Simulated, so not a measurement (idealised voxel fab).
process module | voxel self aligned vias
cross-section cut | 145 nm wide | cells 5 nm
A cross-section is a grid of square cells, given in bands from the top down. A band is one or more rows of cells.
Each band's line starts with the height of the band's top and of its bottom, in nm. Then come its materials from left to right, each with its width in nm. One material with "throughout" fills the band from edge to edge. "air" is empty space.
Height 0 is the level under which the wafer as received is all one material. The lowest band goes on downwards, as in "0 down".
A width such as "30 to 40" changes by the same amount from each row of cells to the next, from the band's top row to its bottom row.
"no change" after a step means that no cell of the cross-section changed.
closed voids: empty space of 8 cells or more with no open way to the top, each as width x height at its distance from the left edge, in nm
after a step's settings: what the simulator itself notes on the step
overlay nm, on a step with a mask: how far to the right of its planned place the mask lay; to the left if negative
plan
1 op RECEIVE | material Si
2 op CONFORMAL_DEP | material SiO2 | thk nm 15
3 op CONFORMAL_DEP | material SiCN | thk nm 5
4 op DIRECTIONAL_DEP | material lowk | thk nm 25
5 op MASKED_ETCH | tone open | mask id LINES | width nm 25 | pitch nm 65 | etch materials lowk | depth nm 25 | overlay nm 0
6 op CONFORMAL_DEP | material TiN | thk nm 5
7 op FILL_DEP | material Ru | thk nm 5
8 op CMP | height nm 45
9 op SELECTIVE_ETCH | etch materials W Ru TiN | depth nm 10
10 op FILL_DEP | material SiN | thk nm 5
11 op CMP | height nm 45
12 op DIRECTIONAL_DEP | material lowk | thk nm 20
13 op DIRECTIONAL_DEP | material aC | thk nm 15
14 op PATTERN | tone open | mask id VIAS | material resist | width nm 35 | thk nm 35 | overlay nm 0
15 op DIRECTIONAL_ETCH | etch materials aC | depth nm 15
16 op STRIP | etch materials resist
17 op DIRECTIONAL_ETCH | etch materials lowk | depth nm 20
18 op DIRECTIONAL_ETCH | etch materials SiN | depth nm 10
19 op STRIP | etch materials aC
20 op CONFORMAL_DEP | material TiN | thk nm 5
21 op FILL_DEP | material W | thk nm 10
22 op CMP | height nm 65
23 op CONFORMAL_DEP | material SiN | thk nm 5
varied across the wafers: width nm of step 14. The plan shows the first wafer's value. All wafers start alike
first wafer as received, after step 1
  0 down: Si throughout
  closed voids: none
first wafer at the end, after step 23
  70 to 65: SiN throughout
  65 to 50: lowk 20 | TiN 5 | W 25 | TiN 5 | lowk 90
  50 to 45: lowk 20 | TiN 10 | W 15 | TiN 10 | lowk 90
  45 to 40: lowk 25 | TiN 5 | W 15 | TiN 5 | lowk 40 | SiN 25 | lowk 30
  40 to 35: lowk 25 | TiN 25 | lowk 40 | SiN 25 | lowk 30
  35 to 25: lowk 25 | TiN 5 | Ru 15 | TiN 5 | lowk 40 | TiN 5 | Ru 15 | TiN 5 | lowk 30
  25 to 20: lowk 25 | TiN 25 | lowk 40 | TiN 25 | lowk 30
  20 to 15: SiCN throughout
  15 to 0: SiO2 throughout
  0 down: Si throughout
  closed voids: none
last wafer at the end
  70 to 65: SiN throughout
  65 to 50: lowk 15 | TiN 5 | W 40 | TiN 5 | lowk 80
  50 to 45: lowk 15 | TiN 15 | W 15 | TiN 20 | lowk 80
  45 to 40: lowk 25 | TiN 5 | W 15 | TiN 5 | lowk 40 | SiN 25 | lowk 30
  40 to 35: lowk 25 | TiN 25 | lowk 40 | SiN 25 | lowk 30
  35 to 25: lowk 25 | TiN 5 | Ru 15 | TiN 5 | lowk 40 | TiN 5 | Ru 15 | TiN 5 | lowk 30
  25 to 20: lowk 25 | TiN 25 | lowk 40 | TiN 25 | lowk 30
  20 to 15: SiCN throughout
  15 to 0: SiO2 throughout
  0 down: Si throughout
  closed voids: none
each wafer at the end: cells of each material gained (+) or lost (-) since it was received, then its closed voids
width nm 35 | +12 Ru | +29 SiCN | +39 SiN | +87 SiO2 | +35 TiN | +21 W | +183 lowk | closed voids: none
width nm 40 | +12 Ru | +29 SiCN | +39 SiN | +87 SiO2 | +36 TiN | +24 W | +179 lowk | closed voids: none
width nm 45 | +12 Ru | +29 SiCN | +39 SiN | +87 SiO2 | +37 TiN | +27 W | +175 lowk | closed voids: none
width nm 50 | +12 Ru | +29 SiCN | +39 SiN | +87 SiO2 | +38 TiN | +30 W | +171 lowk | closed voids: none
